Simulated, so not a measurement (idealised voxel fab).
Module name: voxel spacer lines (process module)
In the cross-section labelled cut, the width is 225 nm and each square cell is 5 nm.
The cross-sections in this document take the form of a grid made of square cells. They are written out as bands, in order from top to bottom. Each band consists of one or more rows of cells. Quick guide to a band line: top height, bottom height (nm) up front; then every material left to right with its width in nm. Only one material and it's marked "everywhere"? Then it fills the band edge to edge. And "air" just means empty space. Note: height 0 marks the level under which the wafer is uniformly one material as received. Lowest band unbounded below, written "z 0 and below". When a width is written as two numbers, as in "30 to 40", the first number is the width in the top row of cells of the band and the second is the width in its bottom row, and the width changes by the same amount from each row to the next. Step marked "nothing different"? Then no cell in the cross-section changed in it. Sealed cavities: empty space of 8 cells or more with no open way to the top, each as width x height at its distance from the left edge, in nm. Note: text after step settings on the step line = simulator remark on that step. A step line may carry the setting "overlay nm", which, for steps involving a mask, states the distance by which the mask lay to the right of its intended position; negative values denote displacement to the left.
**Here's what the planned process steps look like**
- 1: op RECEIVE | material Si
- 2: op CONFORMAL_DEP | material SiO2 | thk nm 5
- 3: op DIRECTIONAL_DEP | material TiN | thk nm 20
- 4: op DIRECTIONAL_DEP | material polySi | thk nm 25
- 5: op PATTERN | tone cover | mask id MANDREL | material resist | width nm 15 | pitch nm 50 | thk nm 35 | overlay nm 0
- 6: op DIRECTIONAL_ETCH | etch materials polySi | depth nm 25
- 7: op STRIP | etch materials resist
- 8: op CONFORMAL_DEP | material SiN | thk nm 10
- 9: op DIRECTIONAL_ETCH | etch materials SiN | depth nm 10
- 10: op STRIP | etch materials polySi
- 11: op DIRECTIONAL_ETCH | etch materials TiN | depth nm 20
- 12: op STRIP | etch materials SiN
**Step 1 complete: cross-section of the wafer as received**
    z 0 and below | Si everywhere
    Sealed cavities: none
**Result of the module, cross-sectioned: start per above, plan per above, one error in how it was run**
    z 25 to 5 | 55 of air | 15 of TiN | 35 of air | 15 of TiN | 35 of air | 15 of TiN | 55 of air
    z 5 to 0 | SiO2 everywhere
    z 0 and below | Si everywhere
    Sealed cavities: none
What was done differently from what was planned? heads up, step 5 didn't go per plan, it actually ran as op PATTERN | tone open | mask id MANDREL | material resist | width nm 15 | pitch nm 50 | thk nm 35 | overlay nm 0
